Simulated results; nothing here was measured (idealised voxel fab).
process module | voxel transistor to metal
cross-section cut | 280 nm wide | cells 5 nm
A cross-section is a grid of square cells, given in bands from the top down. A band is one or more rows of cells.
Each band's line starts with the height of the band's top and of its bottom, in nm. Then come its materials from left to right, each with its width in nm. One material with "throughout" fills the band from edge to edge. "air" is empty space.
Height 0 is the level under which the wafer as received is all one material. The lowest band goes on downwards, as in "0 down".
A width such as "30 to 40" changes by the same amount from each row of cells to the next, from the band's top row to its bottom row.
"no change" after a step means that no cell of the cross-section changed.
closed voids: empty space of 8 cells or more with no open way to the top, each as width x height at its distance from the left edge, in nm
after a step's settings: what the simulator itself notes on the step
overlay nm, on a step with a mask: how far to the right of its planned place the mask lay; to the left if negative
plan
1 op RECEIVE | material Si
2 op OXIDIZE | depth nm 5
3 op CONFORMAL_DEP | material SiN | thk nm 10
4 op MASKED_ETCH | tone cover | mask id ACTIVE | width nm 110 | pitch nm 130 | etch materials SiN | depth nm 10 | overlay nm 0
5 op MASKED_ETCH | tone cover | mask id ACTIVE | width nm 110 | pitch nm 130 | etch materials SiO2 | depth nm 5 | overlay nm 0
6 op MASKED_ETCH | tone cover | mask id ACTIVE | width nm 110 | pitch nm 130 | etch materials Si | depth nm 35 | overlay nm 0
7 op FILL_DEP | material SiO2 | thk nm 5
8 op CMP | height nm 10
9 op SELECTIVE_ETCH | etch materials SiO2 | depth nm 5
10 op STRIP | etch materials SiN
11 op SELECTIVE_ETCH | etch materials SiO2 | depth nm 5
12 op OXIDIZE | depth nm 5
13 op DIRECTIONAL_DEP | material polySi | thk nm 20
14 op DIRECTIONAL_DEP | material SiCN | thk nm 15
15 op DIRECTIONAL_DEP | material aC | thk nm 10
16 op PATTERN | tone cover | mask id GATE | material resist | width nm 20 | pitch nm 130 | thk nm 30 | overlay nm 0
17 op DIRECTIONAL_ETCH | etch materials aC | depth nm 10
18 op STRIP | etch materials resist
19 op DIRECTIONAL_ETCH | etch materials SiCN | depth nm 25
20 op DIRECTIONAL_ETCH | etch materials polySi | depth nm 30
21 op STRIP | etch materials aC
22 op CONFORMAL_DEP | material SiO2 | thk nm 5
23 op DIRECTIONAL_ETCH | etch materials SiO2 | depth nm 5
24 op CONFORMAL_DEP | material SiN | thk nm 5
25 op DIRECTIONAL_ETCH | etch materials SiN | depth nm 5
26 op DIRECTIONAL_ETCH | etch materials SiO2 | depth nm 5
27 op DIRECTIONAL_ETCH | etch materials Si | depth nm 15
28 op EPI | material SiGe | thk nm 15
29 op FILL_DEP | material SiO2 | thk nm 10
30 op CMP | height nm 30
31 op DIRECTIONAL_DEP | material SiO2 | thk nm 15
32 op MASKED_ETCH | tone open | mask id CONTACT | width nm 15 | etch materials SiO2 | depth nm 40 | overlay nm 0
33 op CONFORMAL_DEP | material TiN | thk nm 5
34 op FILL_DEP | material Ru | thk nm 5
35 op CMP | height nm 45
36 op CONFORMAL_DEP | material SiN | thk nm 5
37 op DIRECTIONAL_DEP | material lowk | thk nm 15
38 op PATTERN | tone open | mask id METAL_1 | material resist | width nm 15 | thk nm 15 | overlay nm 0
39 op DIRECTIONAL_ETCH | etch materials lowk | depth nm 15
40 op DIRECTIONAL_ETCH | etch materials SiN | depth nm 5
41 op STRIP | etch materials resist
42 op CONFORMAL_DEP | material TiN | thk nm 5
43 op FILL_DEP | material W | thk nm 5
44 op CMP | height nm 65
45 op EPI | material Ru | thk nm 5
46 op FILL_DEP | material SiCN | thk nm 5
first wafer, as planned
as received, after step 1
  0 down: Si throughout
  closed voids: none
after step 2
  0 to -5: SiO2 throughout
  below -5: unchanged
after step 3
  10 to 0: SiN throughout
  below 0: unchanged
after step 4
  10 to 0: air 20 | SiN 110 | air 20 | SiN 110 | air 20
  below 0: unchanged
after step 5
  10 to 0: air 20 | SiN 110 | air 20 | SiN 110 | air 20
  0 to -5: air 20 | SiO2 110 | air 20 | SiO2 110 | air 20
  below -5: unchanged
after step 6
  10 to 0: air 20 | SiN 110 | air 20 | SiN 110 | air 20
  0 to -5: air 20 | SiO2 110 | air 20 | SiO2 110 | air 20
  -5 to -40: air 20 | Si 110 | air 20 | Si 110 | air 20
  below -40: unchanged
after step 7
  15 to 10: SiO2 throughout
  10 to 0: SiO2 20 | SiN 110 | SiO2 20 | SiN 110 | SiO2 20
  0 to -5: SiO2 throughout
  -5 to -40: SiO2 20 | Si 110 | SiO2 20 | Si 110 | SiO2 20
  below -40: unchanged
after step 8
  10 to 0: SiO2 20 | SiN 110 | SiO2 20 | SiN 110 | SiO2 20
  below 0: unchanged
after step 9
  10 to 5: air 20 | SiN 110 | air 20 | SiN 110 | air 20
  below 5: unchanged
after step 10
  5 to 0: SiO2 20 | air 110 | SiO2 20 | air 110 | SiO2 20
  below 0: unchanged
after step 11
  0 to -5: SiO2 15 | air 120 | SiO2 10 | air 120 | SiO2 15
  below -5: unchanged
after step 12
  0 to -5: SiO2 15 | air 120 | SiO2 10 | air 120 | SiO2 15
  -5 to -10: SiO2 throughout
  below -10: unchanged
after step 13
  20 to 15: polySi 15 | air 120 | polySi 10 | air 120 | polySi 15
  15 to 0: polySi throughout
  0 to -5: SiO2 15 | polySi 120 | SiO2 10 | polySi 120 | SiO2 15
  below -5: unchanged
after step 14
  35 to 30: SiCN 15 | air 120 | SiCN 10 | air 120 | SiCN 15
  30 to 20: SiCN throughout
  20 to 15: polySi 15 | SiCN 120 | polySi 10 | SiCN 120 | polySi 15
  below 15: unchanged
after step 15
  45 to 40: aC 15 | air 120 | aC 10 | air 120 | aC 15
  40 to 35: aC throughout
  35 to 30: SiCN 15 | aC 120 | SiCN 10 | aC 120 | SiCN 15
  below 30: unchanged
after step 16
  75 to 45: air 65 | resist 20 | air 110 | resist 20 | air 65
  45 to 40: aC 15 | air 50 | resist 20 | air 50 | aC 10 | air 50 | resist 20 | air 50 | aC 15
  below 40: unchanged
after step 17
  65 to 40: air 65 | resist 20 | air 110 | resist 20 | air 65
  40 to 35: air 65 | aC 20 | air 110 | aC 20 | air 65
  35 to 30: SiCN 15 | air 50 | aC 20 | air 50 | SiCN 10 | air 50 | aC 20 | air 50 | SiCN 15
  below 30: unchanged
after step 18
  40 to 35: air 65 | aC 20 | air 110 | aC 20 | air 65
  below 35: unchanged
after step 19
  40 to 30: air 65 | aC 20 | air 110 | aC 20 | air 65
  30 to 20: air 65 | SiCN 20 | air 110 | SiCN 20 | air 65
  20 to 15: polySi 15 | air 50 | SiCN 20 | air 50 | polySi 10 | air 50 | SiCN 20 | air 50 | polySi 15
  below 15: unchanged
after step 20
  40 to 30: air 65 | aC 20 | air 110 | aC 20 | air 65
  30 to 15: air 65 | SiCN 20 | air 110 | SiCN 20 | air 65
  15 to 0: air 65 | polySi 20 | air 110 | polySi 20 | air 65
  0 to -5: SiO2 15 | air 50 | polySi 20 | air 50 | SiO2 10 | air 50 | polySi 20 | air 50 | SiO2 15
  below -5: unchanged
after step 21
  30 to 15: air 65 | SiCN 20 | air 110 | SiCN 20 | air 65
  below 15: unchanged
after step 22
  35 to 30: air 60 | SiO2 30 | air 100 | SiO2 30 | air 60
  30 to 15: air 60 | SiO2 5 | SiCN 20 | SiO2 5 | air 100 | SiO2 5 | SiCN 20 | SiO2 5 | air 60
  15 to 5: air 60 | SiO2 5 | polySi 20 | SiO2 5 | air 100 | SiO2 5 | polySi 20 | SiO2 5 | air 60
  5 to 0: SiO2 20 | air 40 | SiO2 5 | polySi 20 | SiO2 5 | air 40 | SiO2 20 | air 40 | SiO2 5 | polySi 20 | SiO2 5 | air 40 | SiO2 20
  0 to -5: SiO2 65 | polySi 20 | SiO2 110 | polySi 20 | SiO2 65
  below -5: unchanged
after step 23
  30 to 15: air 60 | SiO2 5 | SiCN 20 | SiO2 5 | air 100 | SiO2 5 | SiCN 20 | SiO2 5 | air 60
  15 to 0: air 60 | SiO2 5 | polySi 20 | SiO2 5 | air 100 | SiO2 5 | polySi 20 | SiO2 5 | air 60
  0 to -5: SiO2 20 | air 40 | SiO2 5 | polySi 20 | SiO2 5 | air 40 | SiO2 20 | air 40 | SiO2 5 | polySi 20 | SiO2 5 | air 40 | SiO2 20
  below -5: unchanged
after step 24
  35 to 30: air 55 | SiN 40 | air 90 | SiN 40 | air 55
  30 to 15: air 55 | SiN 5 | SiO2 5 | SiCN 20 | SiO2 5 | SiN 5 | air 90 | SiN 5 | SiO2 5 | SiCN 20 | SiO2 5 | SiN 5 | air 55
  15 to 5: air 55 | SiN 5 | SiO2 5 | polySi 20 | SiO2 5 | SiN 5 | air 90 | SiN 5 | SiO2 5 | polySi 20 | SiO2 5 | SiN 5 | air 55
  5 to 0: SiN 25 | air 30 | SiN 5 | SiO2 5 | polySi 20 | SiO2 5 | SiN 5 | air 30 | SiN 30 | air 30 | SiN 5 | SiO2 5 | polySi 20 | SiO2 5 | SiN 5 | air 30 | SiN 25
  0 to -5: SiO2 20 | SiN 40 | SiO2 5 | polySi 20 | SiO2 5 | SiN 40 | SiO2 20 | SiN 40 | SiO2 5 | polySi 20 | SiO2 5 | SiN 40 | SiO2 20
  below -5: unchanged
after step 25
  30 to 15: air 55 | SiN 5 | SiO2 5 | SiCN 20 | SiO2 5 | SiN 5 | air 90 | SiN 5 | SiO2 5 | SiCN 20 | SiO2 5 | SiN 5 | air 55
  15 to 0: air 55 | SiN 5 | SiO2 5 | polySi 20 | SiO2 5 | SiN 5 | air 90 | SiN 5 | SiO2 5 | polySi 20 | SiO2 5 | SiN 5 | air 55
  0 to -5: SiO2 20 | SiN 5 | air 30 | SiN 5 | SiO2 5 | polySi 20 | SiO2 5 | SiN 5 | air 30 | SiN 5 | SiO2 20 | SiN 5 | air 30 | SiN 5 | SiO2 5 | polySi 20 | SiO2 5 | SiN 5 | air 30 | SiN 5 | SiO2 20
  below -5: unchanged
after step 26
  30 to 25: air 55 | SiN 5 | air 5 | SiCN 20 | air 5 | SiN 5 | air 90 | SiN 5 | air 5 | SiCN 20 | air 5 | SiN 5 | air 55
  25 to 15: air 55 | SiN 5 | SiO2 5 | SiCN 20 | SiO2 5 | SiN 5 | air 90 | SiN 5 | SiO2 5 | SiCN 20 | SiO2 5 | SiN 5 | air 55
  15 to 0: air 55 | SiN 5 | SiO2 5 | polySi 20 | SiO2 5 | SiN 5 | air 90 | SiN 5 | SiO2 5 | polySi 20 | SiO2 5 | SiN 5 | air 55
  0 to -5: air 20 | SiN 5 | air 30 | SiN 5 | SiO2 5 | polySi 20 | SiO2 5 | SiN 5 | air 30 | SiN 5 | air 20 | SiN 5 | air 30 | SiN 5 | SiO2 5 | polySi 20 | SiO2 5 | SiN 5 | air 30 | SiN 5 | air 20
  -5 to -10: SiO2 25 | air 30 | SiO2 40 | air 30 | SiO2 30 | air 30 | SiO2 40 | air 30 | SiO2 25
  below -10: unchanged
after step 27
  30 to 25: air 55 | SiN 5 | air 5 | SiCN 20 | air 5 | SiN 5 | air 90 | SiN 5 | air 5 | SiCN 20 | air 5 | SiN 5 | air 55
  25 to 15: air 55 | SiN 5 | SiO2 5 | SiCN 20 | SiO2 5 | SiN 5 | air 90 | SiN 5 | SiO2 5 | SiCN 20 | SiO2 5 | SiN 5 | air 55
  15 to 0: air 55 | SiN 5 | SiO2 5 | polySi 20 | SiO2 5 | SiN 5 | air 90 | SiN 5 | SiO2 5 | polySi 20 | SiO2 5 | SiN 5 | air 55
  0 to -5: air 20 | SiN 5 | air 30 | SiN 5 | SiO2 5 | polySi 20 | SiO2 5 | SiN 5 | air 30 | SiN 5 | air 20 | SiN 5 | air 30 | SiN 5 | SiO2 5 | polySi 20 | SiO2 5 | SiN 5 | air 30 | SiN 5 | air 20
  -5 to -10: SiO2 25 | air 30 | SiO2 40 | air 30 | SiO2 30 | air 30 | SiO2 40 | air 30 | SiO2 25
  -10 to -25: SiO2 20 | Si 5 | air 30 | Si 40 | air 30 | Si 5 | SiO2 20 | Si 5 | air 30 | Si 40 | air 30 | Si 5 | SiO2 20
  below -25: unchanged
after step 28
  30 to 25: air 55 | SiN 5 | air 5 | SiCN 20 | air 5 | SiN 5 | air 90 | SiN 5 | air 5 | SiCN 20 | air 5 | SiN 5 | air 55
  25 to 15: air 55 | SiN 5 | SiO2 5 | SiCN 20 | SiO2 5 | SiN 5 | air 90 | SiN 5 | SiO2 5 | SiCN 20 | SiO2 5 | SiN 5 | air 55
  15 to 5: air 55 | SiN 5 | SiO2 5 | polySi 20 | SiO2 5 | SiN 5 | air 90 | SiN 5 | SiO2 5 | polySi 20 | SiO2 5 | SiN 5 | air 55
  5 to 0: air 20 | SiGe 35 | SiN 5 | SiO2 5 | polySi 20 | SiO2 5 | SiN 5 | SiGe 35 | air 20 | SiGe 35 | SiN 5 | SiO2 5 | polySi 20 | SiO2 5 | SiN 5 | SiGe 35 | air 20
  0 to -5: air 20 | SiN 5 | SiGe 30 | SiN 5 | SiO2 5 | polySi 20 | SiO2 5 | SiN 5 | SiGe 30 | SiN 5 | air 20 | SiN 5 | SiGe 30 | SiN 5 | SiO2 5 | polySi 20 | SiO2 5 | SiN 5 | SiGe 30 | SiN 5 | air 20
  -5 to -10: SiO2 25 | SiGe 30 | SiO2 40 | SiGe 30 | SiO2 30 | SiGe 30 | SiO2 40 | SiGe 30 | SiO2 25
  -10 to -25: SiO2 20 | Si 5 | SiGe 30 | Si 40 | SiGe 30 | Si 5 | SiO2 20 | Si 5 | SiGe 30 | Si 40 | SiGe 30 | Si 5 | SiO2 20
  below -25: unchanged
after step 29
  40 to 30: SiO2 throughout
  30 to 15: SiO2 55 | SiN 5 | SiO2 5 | SiCN 20 | SiO2 5 | SiN 5 | SiO2 90 | SiN 5 | SiO2 5 | SiCN 20 | SiO2 5 | SiN 5 | SiO2 55
  15 to 5: SiO2 55 | SiN 5 | SiO2 5 | polySi 20 | SiO2 5 | SiN 5 | SiO2 90 | SiN 5 | SiO2 5 | polySi 20 | SiO2 5 | SiN 5 | SiO2 55
  5 to 0: SiO2 20 | SiGe 35 | SiN 5 | SiO2 5 | polySi 20 | SiO2 5 | SiN 5 | SiGe 35 | SiO2 20 | SiGe 35 | SiN 5 | SiO2 5 | polySi 20 | SiO2 5 | SiN 5 | SiGe 35 | SiO2 20
  0 to -5: SiO2 20 | SiN 5 | SiGe 30 | SiN 5 | SiO2 5 | polySi 20 | SiO2 5 | SiN 5 | SiGe 30 | SiN 5 | SiO2 20 | SiN 5 | SiGe 30 | SiN 5 | SiO2 5 | polySi 20 | SiO2 5 | SiN 5 | SiGe 30 | SiN 5 | SiO2 20
  below -5: unchanged
after step 30
  30 to 15: SiO2 55 | SiN 5 | SiO2 5 | SiCN 20 | SiO2 5 | SiN 5 | SiO2 90 | SiN 5 | SiO2 5 | SiCN 20 | SiO2 5 | SiN 5 | SiO2 55
  below 15: unchanged
after step 31
  45 to 30: SiO2 throughout
  below 30: unchanged
after step 32
  45 to 30: SiO2 30 | air 15 | SiO2 60 | air 15 | SiO2 40 | air 15 | SiO2 60 | air 15 | SiO2 30
  30 to 15: SiO2 30 | air 15 | SiO2 10 | SiN 5 | SiO2 5 | SiCN 20 | SiO2 5 | SiN 5 | SiO2 10 | air 15 | SiO2 40 | air 15 | SiO2 10 | SiN 5 | SiO2 5 | SiCN 20 | SiO2 5 | SiN 5 | SiO2 10 | air 15 | SiO2 30
  15 to 5: SiO2 30 | air 15 | SiO2 10 | SiN 5 | SiO2 5 | polySi 20 | SiO2 5 | SiN 5 | SiO2 10 | air 15 | SiO2 40 | air 15 | SiO2 10 | SiN 5 | SiO2 5 | polySi 20 | SiO2 5 | SiN 5 | SiO2 10 | air 15 | SiO2 30
  below 5: unchanged
after step 33
  50 to 45: TiN 35 | air 5 | TiN 70 | air 5 | TiN 50 | air 5 | TiN 70 | air 5 | TiN 35
  45 to 30: SiO2 30 | TiN 5 | air 5 | TiN 5 | SiO2 60 | TiN 5 | air 5 | TiN 5 | SiO2 40 | TiN 5 | air 5 | TiN 5 | SiO2 60 | TiN 5 | air 5 | TiN 5 | SiO2 30
  30 to 15: SiO2 30 | TiN 5 | air 5 | TiN 5 | SiO2 10 | SiN 5 | SiO2 5 | SiCN 20 | SiO2 5 | SiN 5 | SiO2 10 | TiN 5 | air 5 | TiN 5 | SiO2 40 | TiN 5 | air 5 | TiN 5 | SiO2 10 | SiN 5 | SiO2 5 | SiCN 20 | SiO2 5 | SiN 5 | SiO2 10 | TiN 5 | air 5 | TiN 5 | SiO2 30
  15 to 10: SiO2 30 | TiN 5 | air 5 | TiN 5 | SiO2 10 | SiN 5 | SiO2 5 | polySi 20 | SiO2 5 | SiN 5 | SiO2 10 | TiN 5 | air 5 | TiN 5 | SiO2 40 | TiN 5 | air 5 | TiN 5 | SiO2 10 | SiN 5 | SiO2 5 | polySi 20 | SiO2 5 | SiN 5 | SiO2 10 | TiN 5 | air 5 | TiN 5 | SiO2 30
  10 to 5: SiO2 30 | TiN 15 | SiO2 10 | SiN 5 | SiO2 5 | polySi 20 | SiO2 5 | SiN 5 | SiO2 10 | TiN 15 | SiO2 40 | TiN 15 | SiO2 10 | SiN 5 | SiO2 5 | polySi 20 | SiO2 5 | SiN 5 | SiO2 10 | TiN 15 | SiO2 30
  below 5: unchanged
after step 34
  55 to 50: Ru throughout
  50 to 45: TiN 35 | Ru 5 | TiN 70 | Ru 5 | TiN 50 | Ru 5 | TiN 70 | Ru 5 | TiN 35
  45 to 30: SiO2 30 | TiN 5 | Ru 5 | TiN 5 | SiO2 60 | TiN 5 | Ru 5 | TiN 5 | SiO2 40 | TiN 5 | Ru 5 | TiN 5 | SiO2 60 | TiN 5 | Ru 5 | TiN 5 | SiO2 30
  30 to 15: SiO2 30 | TiN 5 | Ru 5 | TiN 5 | SiO2 10 | SiN 5 | SiO2 5 | SiCN 20 | SiO2 5 | SiN 5 | SiO2 10 | TiN 5 | Ru 5 | TiN 5 | SiO2 40 | TiN 5 | Ru 5 | TiN 5 | SiO2 10 | SiN 5 | SiO2 5 | SiCN 20 | SiO2 5 | SiN 5 | SiO2 10 | TiN 5 | Ru 5 | TiN 5 | SiO2 30
  15 to 10: SiO2 30 | TiN 5 | Ru 5 | TiN 5 | SiO2 10 | SiN 5 | SiO2 5 | polySi 20 | SiO2 5 | SiN 5 | SiO2 10 | TiN 5 | Ru 5 | TiN 5 | SiO2 40 | TiN 5 | Ru 5 | TiN 5 | SiO2 10 | SiN 5 | SiO2 5 | polySi 20 | SiO2 5 | SiN 5 | SiO2 10 | TiN 5 | Ru 5 | TiN 5 | SiO2 30
  below 10: unchanged
after step 35
  45 to 30: SiO2 30 | TiN 5 | Ru 5 | TiN 5 | SiO2 60 | TiN 5 | Ru 5 | TiN 5 | SiO2 40 | TiN 5 | Ru 5 | TiN 5 | SiO2 60 | TiN 5 | Ru 5 | TiN 5 | SiO2 30
  below 30: unchanged
after step 36
  50 to 45: SiN throughout
  below 45: unchanged
after step 37
  65 to 50: lowk throughout
  below 50: unchanged
after step 38
  80 to 65: resist 30 | air 15 | resist 60 | air 15 | resist 40 | air 15 | resist 60 | air 15 | resist 30
  below 65: unchanged
after step 39
  80 to 65: resist 30 | air 15 | resist 60 | air 15 | resist 40 | air 15 | resist 60 | air 15 | resist 30
  65 to 50: lowk 30 | air 15 | lowk 60 | air 15 | lowk 40 | air 15 | lowk 60 | air 15 | lowk 30
  below 50: unchanged
after step 40
  80 to 65: resist 30 | air 15 | resist 60 | air 15 | resist 40 | air 15 | resist 60 | air 15 | resist 30
  65 to 50: lowk 30 | air 15 | lowk 60 | air 15 | lowk 40 | air 15 | lowk 60 | air 15 | lowk 30
  50 to 45: SiN 30 | air 15 | SiN 60 | air 15 | SiN 40 | air 15 | SiN 60 | air 15 | SiN 30
  below 45: unchanged
after step 41
  65 to 50: lowk 30 | air 15 | lowk 60 | air 15 | lowk 40 | air 15 | lowk 60 | air 15 | lowk 30
  below 50: unchanged
after step 42
  70 to 65: TiN 35 | air 5 | TiN 70 | air 5 | TiN 50 | air 5 | TiN 70 | air 5 | TiN 35
  65 to 50: lowk 30 | TiN 5 | air 5 | TiN 5 | lowk 60 | TiN 5 | air 5 | TiN 5 | lowk 40 | TiN 5 | air 5 | TiN 5 | lowk 60 | TiN 5 | air 5 | TiN 5 | lowk 30
  50 to 45: SiN 30 | TiN 15 | SiN 60 | TiN 15 | SiN 40 | TiN 15 | SiN 60 | TiN 15 | SiN 30
  below 45: unchanged
after step 43
  75 to 70: W throughout
  70 to 65: TiN 35 | W 5 | TiN 70 | W 5 | TiN 50 | W 5 | TiN 70 | W 5 | TiN 35
  65 to 50: lowk 30 | TiN 5 | W 5 | TiN 5 | lowk 60 | TiN 5 | W 5 | TiN 5 | lowk 40 | TiN 5 | W 5 | TiN 5 | lowk 60 | TiN 5 | W 5 | TiN 5 | lowk 30
  below 50: unchanged
after step 44
  65 to 50: lowk 30 | TiN 5 | W 5 | TiN 5 | lowk 60 | TiN 5 | W 5 | TiN 5 | lowk 40 | TiN 5 | W 5 | TiN 5 | lowk 60 | TiN 5 | W 5 | TiN 5 | lowk 30
  below 50: unchanged
after step 45
  70 to 65: air 25 | Ru 25 | air 50 | Ru 25 | air 30 | Ru 25 | air 50 | Ru 25 | air 25
  below 65: unchanged
after step 46
  75 to 70: SiCN throughout
  70 to 65: SiCN 25 | Ru 25 | SiCN 50 | Ru 25 | SiCN 30 | Ru 25 | SiCN 50 | Ru 25 | SiCN 25
  below 65: unchanged
second wafer: like start, like plan, one mistake. Through step 23 it matches the first wafer
when step 24 should have ended: no change
when step 25 should have ended: no change
when step 26 should have ended
  30 to 25: air 65 | SiCN 20 | air 110 | SiCN 20 | air 65
  25 to 15: air 60 | SiO2 5 | SiCN 20 | SiO2 5 | air 100 | SiO2 5 | SiCN 20 | SiO2 5 | air 60
  15 to -5: air 60 | SiO2 5 | polySi 20 | SiO2 5 | air 100 | SiO2 5 | polySi 20 | SiO2 5 | air 60
  -5 to -10: SiO2 20 | air 40 | SiO2 30 | air 40 | SiO2 20 | air 40 | SiO2 30 | air 40 | SiO2 20
  below -10: unchanged
when step 27 should have ended
  30 to 25: air 65 | SiCN 20 | air 110 | SiCN 20 | air 65
  25 to 15: air 60 | SiO2 5 | SiCN 20 | SiO2 5 | air 100 | SiO2 5 | SiCN 20 | SiO2 5 | air 60
  15 to -5: air 60 | SiO2 5 | polySi 20 | SiO2 5 | air 100 | SiO2 5 | polySi 20 | SiO2 5 | air 60
  -5 to -10: SiO2 20 | air 40 | SiO2 30 | air 40 | SiO2 20 | air 40 | SiO2 30 | air 40 | SiO2 20
  -10 to -25: SiO2 20 | air 40 | Si 30 | air 40 | SiO2 20 | air 40 | Si 30 | air 40 | SiO2 20
  below -25: unchanged
when step 28 should have ended
  30 to 25: air 65 | SiCN 20 | air 110 | SiCN 20 | air 65
  25 to 15: air 60 | SiO2 5 | SiCN 20 | SiO2 5 | air 100 | SiO2 5 | SiCN 20 | SiO2 5 | air 60
  15 to 5: air 60 | SiO2 5 | polySi 20 | SiO2 5 | air 100 | SiO2 5 | polySi 20 | SiO2 5 | air 60
  5 to -5: air 45 | SiGe 15 | SiO2 5 | polySi 20 | SiO2 5 | SiGe 15 | air 70 | SiGe 15 | SiO2 5 | polySi 20 | SiO2 5 | SiGe 15 | air 45
  -5 to -10: SiO2 20 | air 25 | SiGe 15 | SiO2 30 | SiGe 15 | air 25 | SiO2 20 | air 25 | SiGe 15 | SiO2 30 | SiGe 15 | air 25 | SiO2 20
  -10 to -25: SiO2 20 | SiGe 40 | Si 30 | SiGe 40 | SiO2 20 | SiGe 40 | Si 30 | SiGe 40 | SiO2 20
  below -25: unchanged
when step 29 should have ended
  40 to 30: SiO2 throughout
  30 to 15: SiO2 65 | SiCN 20 | SiO2 110 | SiCN 20 | SiO2 65
  15 to 5: SiO2 65 | polySi 20 | SiO2 110 | polySi 20 | SiO2 65
  5 to -5: SiO2 45 | SiGe 15 | SiO2 5 | polySi 20 | SiO2 5 | SiGe 15 | SiO2 70 | SiGe 15 | SiO2 5 | polySi 20 | SiO2 5 | SiGe 15 | SiO2 45
  -5 to -10: SiO2 45 | SiGe 15 | SiO2 30 | SiGe 15 | SiO2 70 | SiGe 15 | SiO2 30 | SiGe 15 | SiO2 45
  below -10: unchanged
when step 30 should have ended
  30 to 15: SiO2 65 | SiCN 20 | SiO2 110 | SiCN 20 | SiO2 65
  below 15: unchanged
when step 31 should have ended
  45 to 30: SiO2 throughout
  below 30: unchanged
when step 32 should have ended
  45 to 30: SiO2 30 | air 15 | SiO2 60 | air 15 | SiO2 40 | air 15 | SiO2 60 | air 15 | SiO2 30
  30 to 15: SiO2 30 | air 15 | SiO2 20 | SiCN 20 | SiO2 20 | air 15 | SiO2 40 | air 15 | SiO2 20 | SiCN 20 | SiO2 20 | air 15 | SiO2 30
  15 to 5: SiO2 30 | air 15 | SiO2 20 | polySi 20 | SiO2 20 | air 15 | SiO2 40 | air 15 | SiO2 20 | polySi 20 | SiO2 20 | air 15 | SiO2 30
  below 5: unchanged
when step 33 should have ended
  50 to 45: TiN 35 | air 5 | TiN 70 | air 5 | TiN 50 | air 5 | TiN 70 | air 5 | TiN 35
  45 to 30: SiO2 30 | TiN 5 | air 5 | TiN 5 | SiO2 60 | TiN 5 | air 5 | TiN 5 | SiO2 40 | TiN 5 | air 5 | TiN 5 | SiO2 60 | TiN 5 | air 5 | TiN 5 | SiO2 30
  30 to 15: SiO2 30 | TiN 5 | air 5 | TiN 5 | SiO2 20 | SiCN 20 | SiO2 20 | TiN 5 | air 5 | TiN 5 | SiO2 40 | TiN 5 | air 5 | TiN 5 | SiO2 20 | SiCN 20 | SiO2 20 | TiN 5 | air 5 | TiN 5 | SiO2 30
  15 to 10: SiO2 30 | TiN 5 | air 5 | TiN 5 | SiO2 20 | polySi 20 | SiO2 20 | TiN 5 | air 5 | TiN 5 | SiO2 40 | TiN 5 | air 5 | TiN 5 | SiO2 20 | polySi 20 | SiO2 20 | TiN 5 | air 5 | TiN 5 | SiO2 30
  10 to 5: SiO2 30 | TiN 15 | SiO2 20 | polySi 20 | SiO2 20 | TiN 15 | SiO2 40 | TiN 15 | SiO2 20 | polySi 20 | SiO2 20 | TiN 15 | SiO2 30
  below 5: unchanged
when step 34 should have ended
  55 to 50: Ru throughout
  50 to 45: TiN 35 | Ru 5 | TiN 70 | Ru 5 | TiN 50 | Ru 5 | TiN 70 | Ru 5 | TiN 35
  45 to 30: SiO2 30 | TiN 5 | Ru 5 | TiN 5 | SiO2 60 | TiN 5 | Ru 5 | TiN 5 | SiO2 40 | TiN 5 | Ru 5 | TiN 5 | SiO2 60 | TiN 5 | Ru 5 | TiN 5 | SiO2 30
  30 to 15: SiO2 30 | TiN 5 | Ru 5 | TiN 5 | SiO2 20 | SiCN 20 | SiO2 20 | TiN 5 | Ru 5 | TiN 5 | SiO2 40 | TiN 5 | Ru 5 | TiN 5 | SiO2 20 | SiCN 20 | SiO2 20 | TiN 5 | Ru 5 | TiN 5 | SiO2 30
  15 to 10: SiO2 30 | TiN 5 | Ru 5 | TiN 5 | SiO2 20 | polySi 20 | SiO2 20 | TiN 5 | Ru 5 | TiN 5 | SiO2 40 | TiN 5 | Ru 5 | TiN 5 | SiO2 20 | polySi 20 | SiO2 20 | TiN 5 | Ru 5 | TiN 5 | SiO2 30
  below 10: unchanged
when step 35 should have ended
  45 to 30: SiO2 30 | TiN 5 | Ru 5 | TiN 5 | SiO2 60 | TiN 5 | Ru 5 | TiN 5 | SiO2 40 | TiN 5 | Ru 5 | TiN 5 | SiO2 60 | TiN 5 | Ru 5 | TiN 5 | SiO2 30
  below 30: unchanged
when step 36 should have ended
  50 to 45: SiN throughout
  below 45: unchanged
when step 37 should have ended
  65 to 50: lowk throughout
  below 50: unchanged
when step 38 should have ended
  80 to 65: resist 30 | air 15 | resist 60 | air 15 | resist 40 | air 15 | resist 60 | air 15 | resist 30
  below 65: unchanged
when step 39 should have ended
  80 to 65: resist 30 | air 15 | resist 60 | air 15 | resist 40 | air 15 | resist 60 | air 15 | resist 30
  65 to 50: lowk 30 | air 15 | lowk 60 | air 15 | lowk 40 | air 15 | lowk 60 | air 15 | lowk 30
  below 50: unchanged
when step 40 should have ended
  80 to 65: resist 30 | air 15 | resist 60 | air 15 | resist 40 | air 15 | resist 60 | air 15 | resist 30
  65 to 50: lowk 30 | air 15 | lowk 60 | air 15 | lowk 40 | air 15 | lowk 60 | air 15 | lowk 30
  50 to 45: SiN 30 | air 15 | SiN 60 | air 15 | SiN 40 | air 15 | SiN 60 | air 15 | SiN 30
  below 45: unchanged
when step 41 should have ended
  65 to 50: lowk 30 | air 15 | lowk 60 | air 15 | lowk 40 | air 15 | lowk 60 | air 15 | lowk 30
  below 50: unchanged
when step 42 should have ended
  70 to 65: TiN 35 | air 5 | TiN 70 | air 5 | TiN 50 | air 5 | TiN 70 | air 5 | TiN 35
  65 to 50: lowk 30 | TiN 5 | air 5 | TiN 5 | lowk 60 | TiN 5 | air 5 | TiN 5 | lowk 40 | TiN 5 | air 5 | TiN 5 | lowk 60 | TiN 5 | air 5 | TiN 5 | lowk 30
  50 to 45: SiN 30 | TiN 15 | SiN 60 | TiN 15 | SiN 40 | TiN 15 | SiN 60 | TiN 15 | SiN 30
  below 45: unchanged
when step 43 should have ended
  75 to 70: W throughout
  70 to 65: TiN 35 | W 5 | TiN 70 | W 5 | TiN 50 | W 5 | TiN 70 | W 5 | TiN 35
  65 to 50: lowk 30 | TiN 5 | W 5 | TiN 5 | lowk 60 | TiN 5 | W 5 | TiN 5 | lowk 40 | TiN 5 | W 5 | TiN 5 | lowk 60 | TiN 5 | W 5 | TiN 5 | lowk 30
  below 50: unchanged
when step 44 should have ended
  65 to 50: lowk 30 | TiN 5 | W 5 | TiN 5 | lowk 60 | TiN 5 | W 5 | TiN 5 | lowk 40 | TiN 5 | W 5 | TiN 5 | lowk 60 | TiN 5 | W 5 | TiN 5 | lowk 30
  below 50: unchanged
when step 45 should have ended
  70 to 65: air 25 | Ru 25 | air 50 | Ru 25 | air 30 | Ru 25 | air 50 | Ru 25 | air 25
  below 65: unchanged
when step 46 should have ended
  75 to 70: SiCN throughout
  70 to 65: SiCN 25 | Ru 25 | SiCN 50 | Ru 25 | SiCN 30 | Ru 25 | SiCN 50 | Ru 25 | SiCN 25
  below 65: unchanged
what went wrong: step 24 was left out
at the end the second wafer has, in cells: 24 fewer of Si | 16 fewer of SiGe | 32 fewer of SiN | 72 more of SiO2
